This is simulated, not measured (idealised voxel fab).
Name of the process module below: voxel transistor to metal
Xsec cut, 185 nm wide, square cell size 5 nm.
Cross-section layout: square cells on a grid; listed as bands, top to bottom; a band spans one or more cell rows.
Quick guide to a band line: top height, bottom height (nm) up front; then every material left to right with its width in nm. Only one material and it's marked "everywhere"? Then it fills the band edge to edge. And "air" just means empty space.
Height is counted from the level 0, under which the received wafer is composed throughout of one material. The lowest of the bands is not closed at the bottom but continues downward, in the notation "0 nm and below".
Think of "30->40" as a width that walks from the first number to the second as you go down the band, top row to bottom row, taking equal-sized steps from row to row.
"stayed the same" means the step left every cell of the cross-section as it was.
You'll see "Enclosed void listing" listing empty spaces that have no way open to the top, as long as they're 8 cells or more; the notation is width x height at distance, where the distance is from the left edge, and all of it is in nm.
Post-settings text on a step line: simulator's own remark regarding the step.
"overlay nm" answers the question of how far to the right of plan the mask lay on a step that has a mask, and when it is negative the answer is to the left.
**Process steps foreseen in the plan**
1. RECEIVE [material Si]
2. OXIDIZE [depth nm 5]
3. CONFORMAL_DEP [material SiN] [thk nm 10]
4. DIRECTIONAL_DEP [material aC] [thk nm 15]
5. PATTERN [tone cover] [mask id ACTIVE] [material resist] [width nm 110] [thk nm 30] [overlay nm 0]
6. DIRECTIONAL_ETCH [etch materials aC] [depth nm 15]
7. STRIP [etch materials resist]
8. DIRECTIONAL_ETCH [etch materials SiN] [depth nm 10]
9. DIRECTIONAL_ETCH [etch materials SiO2] [depth nm 5]
10. DIRECTIONAL_ETCH [etch materials Si] [depth nm 30]
11. STRIP [etch materials aC]
12. FILL_DEP [material SiO2] [thk nm 15]
13. CMP [height nm 10]
14. SELECTIVE_ETCH [etch materials SiO2] [depth nm 10]
15. STRIP [etch materials SiN]
16. SELECTIVE_ETCH [etch materials SiO2] [depth nm 5]
17. OXIDIZE [depth nm 5]
18. DIRECTIONAL_DEP [material polySi] [thk nm 20]
19. DIRECTIONAL_DEP [material SiCN] [thk nm 10]
20. MASKED_ETCH [tone cover] [mask id GATE] [width nm 30] [etch materials SiCN] [depth nm 20] [overlay nm 0]
21. MASKED_ETCH [tone cover] [mask id GATE] [width nm 30] [etch materials polySi] [depth nm 30] [overlay nm 0]
22. CONFORMAL_DEP [material SiO2] [thk nm 5]
23. DIRECTIONAL_ETCH [etch materials SiO2] [depth nm 5]
24. CONFORMAL_DEP [material SiN] [thk nm 5]
25. DIRECTIONAL_ETCH [etch materials SiN] [depth nm 5]
26. DIRECTIONAL_ETCH [etch materials SiO2] [depth nm 5]
27. DIRECTIONAL_ETCH [etch materials Si] [depth nm 10]
28. EPI [material nSi] [thk nm 15]
29. FILL_DEP [material SiO2] [thk nm 5]
30. CMP [height nm 15]
31. STRIP [etch materials polySi]
32. SELECTIVE_ETCH [etch materials SiO2] [depth nm 5]
33. CONFORMAL_DEP [material HfO2] [thk nm 5]
34. CONFORMAL_DEP [material TiN] [thk nm 5]
35. FILL_DEP [material W] [thk nm 10]
36. CMP [height nm 10]
37. DIRECTIONAL_DEP [material SiO2] [thk nm 10]
38. DIRECTIONAL_DEP [material aC] [thk nm 10]
39. PATTERN [tone open] [mask id CONTACT] [material resist] [width nm 15] [pitch nm 75] [thk nm 30] [overlay nm 0]
40. DIRECTIONAL_ETCH [etch materials aC] [depth nm 10]
41. STRIP [etch materials resist]
42. DIRECTIONAL_ETCH [etch materials SiO2] [depth nm 25]
43. STRIP [etch materials aC]
44. CONFORMAL_DEP [material TiN] [thk nm 5]
45. FILL_DEP [material Ru] [thk nm 10]
46. CMP [height nm 20]
47. CONFORMAL_DEP [material SiN] [thk nm 5]
48. DIRECTIONAL_DEP [material lowk] [thk nm 25]
49. MASKED_ETCH [tone open] [mask id METAL_1] [width nm 15] [pitch nm 75] [etch materials lowk] [depth nm 25] [overlay nm 0]
50. MASKED_ETCH [tone open] [mask id METAL_1] [width nm 15] [pitch nm 75] [etch materials SiN] [depth nm 5] [overlay nm 0]
51. CONFORMAL_DEP [material TiN] [thk nm 5]
52. FILL_DEP [material Ru] [thk nm 10]
53. CMP [height nm 50]
54. EPI [material Ru] [thk nm 5]
55. FILL_DEP [material SiCN] [thk nm 5]
56. DIRECTIONAL_DEP [material lowk] [thk nm 30]
57. PATTERN [tone open] [mask id METAL_2] [material resist] [width nm 15] [pitch nm 75] [thk nm 15] [overlay nm 0]
58. DIRECTIONAL_ETCH [etch materials lowk] [depth nm 20]
59. STRIP [etch materials resist]
60. MASKED_ETCH [tone open] [mask id METAL_2_HOLES] [width nm 15] [pitch nm 75] [etch materials lowk] [depth nm 10] [overlay nm 0]
61. MASKED_ETCH [tone open] [mask id METAL_2_HOLES] [width nm 15] [pitch nm 75] [etch materials SiCN] [depth nm 5] [overlay nm 0]
62. CONFORMAL_DEP [material TiN] [thk nm 5]
63. FILL_DEP [material Cu] [thk nm 10]
64. CMP [height nm 90]
65. CONFORMAL_DEP [material SiN] [thk nm 5]
**Cross-sectional view of the wafer in its as-received condition, corresponding to the state after step 1**
- 0 nm and below | Si everywhere
- Enclosed void listing: none
**First of two wafers, end-of-module section, run followed plan**
- 95 nm to 90 nm | SiN everywhere
- 90 nm to 60 nm | 45 lowk  5 TiN  5 Cu  5 TiN  60 lowk  5 TiN  5 Cu  5 TiN  50 lowk
- 60 nm to 55 nm | 45 SiCN  15 TiN  60 SiCN  15 TiN  50 SiCN
- 55 nm to 50 nm | 40 SiCN  25 Ru  50 SiCN  25 Ru  45 SiCN
- 50 nm to 25 nm | 45 lowk  5 TiN  5 Ru  5 TiN  60 lowk  5 TiN  5 Ru  5 TiN  50 lowk
- 25 nm to 20 nm | 45 SiN  15 TiN  60 SiN  15 TiN  50 SiN
- 20 nm to 10 nm | 45 SiO2  5 TiN  5 Ru  5 TiN  60 SiO2  5 TiN  5 Ru  5 TiN  50 SiO2
- 10 nm to 5 nm | 45 SiO2  15 TiN  5 SiO2  5 SiN  5 HfO2  5 TiN  20 W  5 TiN  5 HfO2  5 SiN  5 SiO2  15 TiN  50 SiO2
- 5 nm to 0 nm | 45 SiO2  5 TiN  15 nSi  5 SiN  5 HfO2  5 TiN  20 W  5 TiN  5 HfO2  5 SiN  15 nSi  5 TiN  50 SiO2
- 0 nm to -5 nm | 45 SiO2  5 TiN  15 nSi  5 SiN  5 HfO2  30 TiN  5 HfO2  5 SiN  15 nSi  5 TiN  50 SiO2
- -5 nm to -10 nm | 30 SiO2  35 nSi  5 SiO2  40 HfO2  5 SiO2  35 nSi  35 SiO2
- -10 nm to -20 nm | 35 SiO2  30 nSi  50 Si  30 nSi  40 SiO2
- -20 nm to -35 nm | 35 SiO2  110 Si  40 SiO2
- -35 nm and below | Si everywhere
- Enclosed void listing: none
**second wafer at the end: like start, like plan, one mistake**
- 95 nm to 90 nm | SiN everywhere
- 90 nm to 60 nm | 45 lowk  5 TiN  5 Cu  5 TiN  60 lowk  5 TiN  5 Cu  5 TiN  50 lowk
- 60 nm to 55 nm | 45 SiCN  15 TiN  60 SiCN  15 TiN  50 SiCN
- 55 nm to 50 nm | 40 SiCN  25 Ru  50 SiCN  25 Ru  45 SiCN
- 50 nm to 25 nm | 45 lowk  5 TiN  5 Ru  5 TiN  60 lowk  5 TiN  5 Ru  5 TiN  50 lowk
- 25 nm to 20 nm | 45 SiN  15 TiN  60 SiN  15 TiN  50 SiN
- 20 nm to 15 nm | 40 Ru  5 TiN  15 SiO2  5 TiN  50 Ru  5 TiN  15 SiO2  5 TiN  45 Ru
- 15 nm to 10 nm | 40 Ru  5 TiN  15 SiO2  60 TiN  15 SiO2  5 TiN  45 Ru
- 10 nm to 5 nm | 40 Ru  5 TiN  15 SiO2  5 TiN  5 SiN  5 HfO2  5 TiN  20 W  5 TiN  5 HfO2  5 SiN  5 TiN  15 SiO2  5 TiN  45 Ru
- 5 nm to 0 nm | 40 Ru  5 TiN  5 SiO2  15 nSi  5 SiN  5 HfO2  5 TiN  20 W  5 TiN  5 HfO2  5 SiN  15 nSi  5 SiO2  5 TiN  45 Ru
- 0 nm to -5 nm | 45 TiN  5 SiO2  15 nSi  5 SiN  5 HfO2  30 TiN  5 HfO2  5 SiN  15 nSi  5 SiO2  50 TiN
- -5 nm to -10 nm | 30 SiO2  35 nSi  5 SiO2  40 HfO2  5 SiO2  35 nSi  35 SiO2
- -10 nm to -20 nm | 35 SiO2  30 nSi  50 Si  30 nSi  40 SiO2
- -20 nm to -35 nm | 35 SiO2  110 Si  40 SiO2
- -35 nm and below | Si everywhere
- Enclosed void listing: none
The mistake made against the process plan was this: step 39 ran with different settings than intended, the actual operation and settings being PATTERN [tone cover] [mask id CONTACT] [material resist] [width nm 15] [pitch nm 75] [thk nm 30] [overlay nm 0]
The second wafer ends with more or fewer cells of some materials than the first, per final count: +74 Ru, -99 SiO2, +25 TiN
